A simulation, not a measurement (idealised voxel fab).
Title: Process Module voxel capacitor over wiring
It is cross-section cut that appears here, measuring 275 nm in width, its square cells being 5 nm in size.
A cross-section in this document is a grid of square cells, and it is written down as bands, the top band listed before the ones below it; a band is made up of one or more rows of cells.
For a band, the entry starts with two heights in nm, that of the top and then that of the bottom, and carries on with the band's materials in order from left to right, each alongside its width in nm; the word "throughout" beside a single material means it fills the band edge to edge, and "blank" means empty space.
For the purposes of this specification, 0 denotes the height below which the wafer in its as-received condition is composed wholly of one material, and the lowermost band, lacking a lower limit, extends downward without end, as expressed in "0..down".
A width such as "30->40" changes by the same amount from each row of cells to the next, from the band's top row to its bottom row.
Where the words "remained the same" appear for a step, the cross-section shows no cell changed by that step; every cell remained as before.
Any empty space of 8 cells or more lacking an open way to the top shows up in "Tabulated closed voids" as width x height at distance, distance from the left edge, in nm.
Formally, on a step line, whatever follows the settings is a remark that the simulator itself makes on the step.
Steps that use a mask can have "overlay nm" on their line. It says how far the mask sat to the right of where it was meant to be. Negative means to the left.
**Steps in the process plan**
1 RECEIVE | material Si
2 CONFORMAL_DEP | material SiO2 | thk nm 10
3 DIRECTIONAL_DEP | material TiN | thk nm 5
4 DIRECTIONAL_DEP | material W | thk nm 15
5 DIRECTIONAL_DEP | material aC | thk nm 15
6 PATTERN | tone cover | mask id METAL_1 | material resist | width nm 25 | pitch nm 80 | thk nm 35 | overlay nm 0
7 DIRECTIONAL_ETCH | etch materials aC | depth nm 15
8 STRIP | etch materials resist
9 DIRECTIONAL_ETCH | etch materials W | depth nm 15
10 DIRECTIONAL_ETCH | etch materials TiN | depth nm 5
11 STRIP | etch materials aC
12 CONFORMAL_DEP | material SiCN | thk nm 5
13 FILL_DEP | material SiO2 | thk nm 10
14 CMP | height nm 30
15 CONFORMAL_DEP | material SiCN | thk nm 5
16 DIRECTIONAL_DEP | material SiO2 | thk nm 10
17 MASKED_ETCH | tone open | mask id PLUG_1 | width nm 15 | etch materials SiO2 | depth nm 10 | overlay nm 0
18 MASKED_ETCH | tone open | mask id PLUG_1 | width nm 15 | etch materials SiCN | depth nm 5 | overlay nm 0
19 EPI | material Ru | thk nm 10
20 EPI | material Ru | thk nm 5
21 DIRECTIONAL_DEP | material TiN | thk nm 10
22 DIRECTIONAL_DEP | material HfO2 | thk nm 5
23 DIRECTIONAL_DEP | material TiN | thk nm 5
24 DIRECTIONAL_DEP | material aC | thk nm 15
25 PATTERN | tone cover | mask id UPPER_PLATE | material resist | width nm 60 | thk nm 30 | overlay nm 0
26 DIRECTIONAL_ETCH | etch materials aC | depth nm 15
27 STRIP | etch materials resist
28 DIRECTIONAL_ETCH | etch materials TiN | depth nm 5
29 DIRECTIONAL_ETCH | etch materials HfO2 | depth nm 5
30 STRIP | etch materials aC
31 MASKED_ETCH | tone cover | mask id LOWER_PLATE | width nm 70 | etch materials TiN | depth nm 10 | overlay nm 0
32 FILL_DEP | material SiO2 | thk nm 20
33 CMP | height nm 80
34 DIRECTIONAL_DEP | material aC | thk nm 10
35 PATTERN | tone open | mask id PLUG_2 | material resist | width nm 15 | thk nm 30 | overlay nm 0
36 DIRECTIONAL_ETCH | etch materials aC | depth nm 10
37 STRIP | etch materials resist
38 DIRECTIONAL_ETCH | etch materials SiO2 | depth nm 15
39 STRIP | etch materials aC
40 CONFORMAL_DEP | material TiN | thk nm 5
41 FILL_DEP | material W | thk nm 5
42 CMP | height nm 80
43 CONFORMAL_DEP | material SiCN | thk nm 5
**As-received wafer cross-section (after step 1)**
    0..down | Si throughout
    Tabulated closed voids: none
**Cross-sectional result after module completion. Note: starting condition and plan are unchanged from above; one processing mistake was made**
    90..85 | SiCN throughout
    85..80 | TiN: 110 | W: 5 | TiN: 160
    80..70 | SiO2: 105 | TiN: 5 | W: 5 | TiN: 5 | SiO2: 155
    70..60 | SiO2: 105->95 | TiN: 15->60 | SiO2: 155->120
    60..55 | SiO2: 95 | HfO2: 60 | SiO2: 120
    55..45 | SiO2: 90 | TiN: 70 | SiO2: 115
    45..35 | SiO2: 95 | Ru: 15 | SiO2: 165
    35..30 | SiCN: 95 | Ru: 15 | SiCN: 165
    30..15 | SiO2: 80 | SiCN: 5 | W: 25 | SiCN: 5 | SiO2: 45 | SiCN: 5 | W: 25 | SiCN: 5 | SiO2: 80
    15..10 | SiCN: 85 | TiN: 25 | SiCN: 55 | TiN: 25 | SiCN: 85
    10..0 | SiO2 throughout
    0..down | Si throughout
    Tabulated closed voids: none
Plan not followed: step 42, actual vs plan mismatch, actual run CMP | height nm 85
